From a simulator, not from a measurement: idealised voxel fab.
The document below concerns the process module designated voxel released beams.
255 nm wide, 5 nm square cells: that's cross-section cut.
Square cells in a grid make up a cross-section in this document, and the grid is given as bands, listed from the top down, each one or more rows of cells.
A band entry consists of two parts. The first gives the height of the band's top and the height of its bottom, in nm. The rest lists the band's materials from left to right, each with its width in nm. A single material labelled with the word "full width" fills the band from edge to edge, and the word "blank" marks empty space.
The level at which height equals 0 is the one under which the wafer, as it arrives, is entirely one material. No lower edge exists for the bottom band, which continues downward and is notated as in "z 0 and below".
When a width is written as two numbers, as in "30 to 40", the first number is the width in the top row of cells of the band and the second is the width in its bottom row, and the width changes by the same amount from each row to the next.
"identical to before", as given for a step, is the statement that not any cell of the cross-section underwent a change during that step.
If an empty space has no open way to the top and is at least 8 cells in size, "Fully sealed voids" lists it, written width x height at distance, where distance is measured from the left edge and every value is in nm.
Read whatever lies past the settings on a step's line as the simulator's own remark about the step.
overlay nm: mask right of planned place by this much (step with mask). Neg. = left.

-- List of planned process steps
1) RECEIVE,material Si
2) CONFORMAL_DEP,material SiN,thk nm 10
3) DIRECTIONAL_DEP,material SiO2,thk nm 10
4) MASKED_ETCH,tone open,mask id ANCHOR,width nm 45,etch materials SiO2,depth nm 10,overlay nm 0
5) CONFORMAL_DEP,material TiN,thk nm 15
6) MASKED_ETCH,tone cover,mask id BEAM,width nm 120,etch materials TiN,depth nm 15,overlay nm 0
7) STRIP,etch materials SiO2

-- This is the cross-section of the wafer as we received it, i.e. after step 1
	z 0 and below  Si full width
	Fully sealed voids: none

-- Wafer cross-section at end of module: start and plan as shown above, one execution error
	z 25 to 15  blank (65 to 70); TiN (10 to 5); blank (35); TiN (75 to 5); blank (70 to 140)
	z 15 to 10  blank (70); TiN (45); blank (140)
	z 10 to 0  SiN full width
	z 0 and below  Si full width
	Fully sealed voids: none
Heads up, the wafer didn't run the way we planned it: step 5 was not run as planned; what actually ran was CONFORMAL_DEP,material TiN,thk nm 5
